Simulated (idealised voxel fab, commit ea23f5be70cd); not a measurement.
Module name: voxel air gaps (process module)
Cross-section cut spans 240 nm and uses square cells 5 nm in size.
Think of the cross-section as a grid of square cells. We describe it in bands, top to bottom, and each band covers one or more rows of those cells. Read a band's entry like this: the first values are the height of its top and the height of its bottom in nm, and what follows is the sequence of materials from left to right, each with its width in nm. Note that "blank" is empty space, and that a single material marked "throughout" reaches across the band from edge to edge. All heights in this document are referenced to 0, defined as the level beneath which the wafer, as received, consists entirely of one material. The lowest band is not bounded below; it extends indefinitely downward and is written in the form "0 -> down". Width spec "30->40" -> top row of cells at first value, bottom row at second value, equal per-row change in between. No cell of the cross-section changed in a step that is given as "changes: none". "Trapped voids" enumerates empty spaces isolated from the top, with no open way to it, that contain at least 8 cells, giving each as width x height at distance from the left edge, all three in nm. What comes after the settings on a step's line is commentary from the simulator itself on that step. What "overlay nm" on a step's line means: if the step has a mask, that mask lay this far to the right of its planned place, or, when the value is negative, to the left.
Planned step list for the process:
1) RECEIVE | material Si
2) CONFORMAL_DEP | material SiO2 | thk nm 15
3) CONFORMAL_DEP | material SiN | thk nm 5
4) DIRECTIONAL_DEP | material SiO2 | thk nm 35
5) DIRECTIONAL_DEP | material aC | thk nm 15
6) PATTERN | tone open | mask id LINES | material resist | width nm 20 | pitch nm 45 | thk nm 35 | overlay nm 0
7) DIRECTIONAL_ETCH | etch materials aC | depth nm 15
8) STRIP | etch materials resist
9) DIRECTIONAL_ETCH | etch materials SiO2 | depth nm 35
10) STRIP | etch materials aC
11) CONFORMAL_DEP | material TiN | thk nm 5
12) FILL_DEP | material Cu | thk nm 5
13) CMP | height nm 55
14) EPI | material Ru | thk nm 10
15) SELECTIVE_ETCH | etch materials SiO2 | depth nm 45
16) CONFORMAL_DEP | material SiCN | thk nm 5
The cross-section here shows the wafer as received, i.e. in its state after step 1:
- 0 -> down  Si throughout
- Trapped voids: none
Wafer cross-section at end of module: start and plan as shown above, one execution error:
- 65 -> 55  blank 30 nm  Ru 40 nm  blank 5 nm  Ru 40 nm  blank 5 nm  Ru 40 nm  blank 5 nm  Ru 40 nm  blank 35 nm
- 55 -> 25  blank 40 nm  TiN 5 nm  Cu 10 nm  TiN 5 nm  blank 25 nm  TiN 5 nm  Cu 10 nm  TiN 5 nm  blank 25 nm  TiN 5 nm  Cu 10 nm  TiN 5 nm  blank 25 nm  TiN 5 nm  Cu 10 nm  TiN 5 nm  blank 45 nm
- 25 -> 20  blank 40 nm  TiN 20 nm  blank 25 nm  TiN 20 nm  blank 25 nm  TiN 20 nm  blank 25 nm  TiN 20 nm  blank 45 nm
- 20 -> 15  SiN throughout
- 15 -> 0  SiO2 throughout
- 0 -> down  Si throughout
- Trapped voids: none
Against the plan, the run slipped here: with respect to the plan, step 16 was omitted and not executed
